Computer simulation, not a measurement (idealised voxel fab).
The name of this process module is voxel self aligned contacts.
cross-section cut | 210 nm wide | cells 5 nm
For the purposes of this document, a cross-section shall be understood as a grid of square cells, specified as bands listed in top-to-bottom order, each band consisting of one or more rows of cells.
Look at the band entry: it leads with the top's height and the bottom's height in nm. Then it lists the materials left to right, with a width in nm for each. The word "everywhere" on a single material says that material fills the band edge to edge. The word "blank" is empty space.
Height reference: 0 = level under which incoming wafer is all one material. Lowest band: no bottom, runs on downward, e.g. "0 -> down".
It should be noted that a width expressed as "30->40" varies in equal increments from row to row of cells within the band, taking the value of the first number at the top row and that of the second number at the bottom row.
Step note "remained unchanged" = no cross-section cell changed.
This entry, "Enclosed void inventory", enumerates those empty regions of no fewer than 8 cells that possess no open connection to the top. Each region is reported in the form width x height at distance, the distance being taken from the left edge, with all three quantities expressed in nm.
Text after the settings on a step's line: the simulator's own remark on that step.
Each step line may optionally specify "overlay nm", which for a step with a mask gives the rightward distance between the mask's planned place and where it lay, a negative value indicating the leftward direction.
## Steps planned for the process
| 1 | RECEIVE (material Si) |
| 2 | OXIDIZE (depth nm 5) |
| 3 | DIRECTIONAL_DEP (material polySi; thk nm 20) |
| 4 | DIRECTIONAL_DEP (material SiN; thk nm 15) |
| 5 | MASKED_ETCH (tone cover; mask id GATE; width nm 35; pitch nm 65; etch materials SiN; depth nm 15; overlay nm 0) |
| 6 | MASKED_ETCH (tone cover; mask id GATE; width nm 35; pitch nm 65; etch materials polySi; depth nm 20; overlay nm 0) |
| 7 | CONFORMAL_DEP (material SiN; thk nm 5) |
| 8 | DIRECTIONAL_ETCH (etch materials SiN; depth nm 5) |
| 9 | FILL_DEP (material SiO2; thk nm 10) |
| 10 | CMP (height nm 40) |
| 11 | MASKED_ETCH (tone open; mask id CONTACT; width nm 50; etch materials SiO2; depth nm 35; overlay nm 0) |
| 12 | CONFORMAL_DEP (material TiN; thk nm 5) |
| 13 | FILL_DEP (material W; thk nm 10) |
| 14 | CMP (height nm 40) |
| 15 | CONFORMAL_DEP (material SiN; thk nm 5) |
Wafers differ in depth nm at step 11; plan lists the first wafer's value; identical starting state.
## So this is the first of several wafers, cross-sectioned as it came to us, meaning it's at the end of step 1
	0 -> down | Si everywhere
	Enclosed void inventory: none
## Heads up, this table goes wafer by wafer. A row tells you, at the end of the module, how many cells of each material that wafer has put on (+) or dropped (-) since it was received, and then its closed voids
depth nm 35 | -42 Si | +112 SiN | +218 SiO2 | +22 TiN | +12 W | +56 polySi | Enclosed void inventory: none
depth nm 40 | -42 Si | +112 SiN | +214 SiO2 | +24 TiN | +14 W | +56 polySi | Enclosed void inventory: none
depth nm 45 | -42 Si | +112 SiN | +210 SiO2 | +26 TiN | +16 W | +56 polySi | Enclosed void inventory: none
depth nm 50 | -42 Si | +112 SiN | +210 SiO2 | +26 TiN | +16 W | +56 polySi | Enclosed void inventory: none
depth nm 55 | -42 Si | +112 SiN | +210 SiO2 | +26 TiN | +16 W | +56 polySi | Enclosed void inventory: none
depth nm 60 | -42 Si | +112 SiN | +210 SiO2 | +26 TiN | +16 W | +56 polySi | Enclosed void inventory: none
